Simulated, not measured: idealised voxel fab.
The name of this process module is voxel wiring stack.
The figure presents cross-section cut, which has a width of 220 nm and is divided into square cells with an edge length of 5 nm.
Cross-section layout: square cells on a grid; listed as bands, top to bottom; a band spans one or more cell rows.
Top, bottom (nm), then materials left to right with widths (nm); lone material tagged "full width" fills the whole band edge to edge; "empty" = empty space.
Basically, 0 is our baseline, since under it the wafer straight out of the box is all one material. The bottom band has no lower end and keeps on going down, so it looks like "0 down".
Read "30..40" as a graded width: first number on top, second number at the bottom, same change between each pair of neighbouring rows.
Any step labelled "left unchanged" changed none of the cells in the cross-section.
Entry "Non-vented voids". Content: empty spaces with no open connection to the top, size 8 cells or greater. Each: width x height at distance. Distance: from left edge. Unit: nm.
It should be noted that, on the line of a given step, the content following the step's settings is a remark produced by the simulator itself with respect to that step.
overlay nm: step with mask; distance mask lay right of planned place; negative value = left of planned place.

Intended process steps:
| 1 | RECEIVE with material Si |
| 2 | CONFORMAL_DEP with material SiO2, thk nm 10 |
| 3 | DIRECTIONAL_DEP with material TiN, thk nm 5 |
| 4 | DIRECTIONAL_DEP with material Ru, thk nm 15 |
| 5 | MASKED_ETCH with tone cover, mask id METAL_1, width nm 30, pitch nm 50, etch materials Ru, depth nm 15, overlay nm 0 |
| 6 | MASKED_ETCH with tone cover, mask id METAL_1, width nm 30, pitch nm 50, etch materials TiN, depth nm 5, overlay nm 0 |
| 7 | FILL_DEP with material lowk, thk nm 5 |
| 8 | CMP with height nm 30 |
| 9 | CONFORMAL_DEP with material SiCN, thk nm 5 |
| 10 | DIRECTIONAL_DEP with material lowk, thk nm 10 |
| 11 | MASKED_ETCH with tone open, mask id PLUG_1, width nm 15, pitch nm 50, etch materials lowk, depth nm 10, overlay nm 0 |
| 12 | MASKED_ETCH with tone open, mask id PLUG_1, width nm 15, pitch nm 50, etch materials SiCN, depth nm 5, overlay nm 0 |
| 13 | EPI with material Ru, thk nm 10 |
| 14 | EPI with material Ru, thk nm 5 |
| 15 | DIRECTIONAL_DEP with material TiN, thk nm 5 |
| 16 | DIRECTIONAL_DEP with material Ru, thk nm 20 |
| 17 | DIRECTIONAL_DEP with material aC, thk nm 10 |
| 18 | PATTERN with tone cover, mask id METAL_2, material resist, width nm 30, pitch nm 50, thk nm 30, overlay nm 0 |
| 19 | DIRECTIONAL_ETCH with etch materials aC, depth nm 10 |
| 20 | STRIP with etch materials resist |
| 21 | DIRECTIONAL_ETCH with etch materials Ru, depth nm 20 |
| 22 | DIRECTIONAL_ETCH with etch materials TiN, depth nm 5 |
| 23 | STRIP with etch materials aC |
| 24 | CONFORMAL_DEP with material SiN, thk nm 5 |
| 25 | FILL_DEP with material SiO2, thk nm 5 |
| 26 | CMP with height nm 70 |
| 27 | CONFORMAL_DEP with material SiCN, thk nm 5 |
| 28 | DIRECTIONAL_DEP with material lowk, thk nm 20 |
| 29 | PATTERN with tone open, mask id PLUG_2, material resist, width nm 15, pitch nm 50, thk nm 20, overlay nm 0 |
| 30 | DIRECTIONAL_ETCH with etch materials lowk, depth nm 20 |
| 31 | DIRECTIONAL_ETCH with etch materials SiCN, depth nm 5 |
| 32 | STRIP with etch materials resist |
| 33 | EPI with material Ru, thk nm 10 |
| 34 | EPI with material Ru, thk nm 10 |
| 35 | EPI with material Ru, thk nm 5 |
| 36 | CONFORMAL_DEP with material SiCN, thk nm 5 |
| 37 | DIRECTIONAL_DEP with material lowk, thk nm 25 |
| 38 | MASKED_ETCH with tone open, mask id METAL_3, width nm 30, pitch nm 50, etch materials lowk, depth nm 25, overlay nm 0 |
| 39 | MASKED_ETCH with tone open, mask id METAL_3, width nm 30, pitch nm 50, etch materials SiCN, depth nm 5, overlay nm 0 |
| 40 | CONFORMAL_DEP with material TiN, thk nm 5 |
| 41 | FILL_DEP with material W, thk nm 5 |
| 42 | CMP with height nm 125 |
| 43 | EPI with material Ru, thk nm 5 |
| 44 | FILL_DEP with material SiCN, thk nm 5 |

Cross-section of the wafer upon arrival, representing the state reached after step 1:
	0 down | Si full width
	Non-vented voids: none

Cross-section at module end, one run error; start and plan unchanged from above:
	135 to 130 | SiCN full width
	130 to 125 | 80 of Ru, then 10 of SiCN, then 40 of Ru, then 10 of SiCN, then 40 of Ru, then 20 of SiCN, then 20 of Ru
	125 to 105 | 35 of W, then 5 of TiN, then 5 of lowk, then 5 of TiN, then 20 of W, then 5 of TiN, then 20 of lowk, then 5 of TiN, then 20 of W, then 5 of TiN, then 20 of lowk, then 5 of TiN, then 20 of W, then 5 of TiN, then 30 of lowk, then 5 of TiN, then 10 of W
	105 to 100 | 40 of TiN, then 5 of lowk, then 5 of TiN, then 20 of W, then 5 of TiN, then 20 of lowk, then 5 of TiN, then 20 of W, then 5 of TiN, then 20 of lowk, then 5 of TiN, then 20 of W, then 5 of TiN, then 30 of lowk, then 15 of TiN
	100 to 95 | 40 of lowk, then 5 of SiCN, then 30 of TiN, then 20 of SiCN, then 30 of TiN, then 20 of SiCN, then 30 of TiN, then 30 of SiCN, then 15 of lowk
	95 to 75 | 40 of lowk, then 5 of SiCN, then 15 of lowk, then 35 of Ru, then 15 of lowk, then 35 of Ru, then 15 of lowk, then 40 of Ru, then 5 of SiCN, then 15 of lowk
	75 to 70 | 60 of SiCN, then 35 of Ru, then 15 of SiCN, then 35 of Ru, then 15 of SiCN, then 40 of Ru, then 20 of SiCN
	70 to 50 | 40 of SiO2, then 5 of SiN, then 30 of Ru, then 5 of SiN, then 10 of SiO2, then 5 of SiN, then 30 of Ru, then 5 of SiN, then 10 of SiO2, then 5 of SiN, then 30 of Ru, then 5 of SiN, then 40 of SiO2
	50 to 45 | 45 of SiN, then 30 of TiN, then 20 of SiN, then 30 of TiN, then 20 of SiN, then 30 of TiN, then 45 of SiN
	45 to 35 | 45 of lowk, then 15 of Ru, then 35 of lowk, then 15 of Ru, then 35 of lowk, then 15 of Ru, then 60 of lowk
	35 to 30 | 45 of SiCN, then 15 of Ru, then 35 of SiCN, then 15 of Ru, then 35 of SiCN, then 15 of Ru, then 60 of SiCN
	30 to 15 | 45 of lowk, then 30 of Ru, then 20 of lowk, then 30 of Ru, then 20 of lowk, then 30 of Ru, then 45 of lowk
	15 to 10 | 45 of lowk, then 30 of TiN, then 20 of lowk, then 30 of TiN, then 20 of lowk, then 30 of TiN, then 45 of lowk
	10 to 0 | SiO2 full width
	0 down | Si full width
	Non-vented voids: none
What was the processing mistake? step 29 went in with a setting other than planned; the actual run was PATTERN with tone cover, mask id PLUG_2, material resist, width nm 15, pitch nm 50, thk nm 20, overlay nm 0
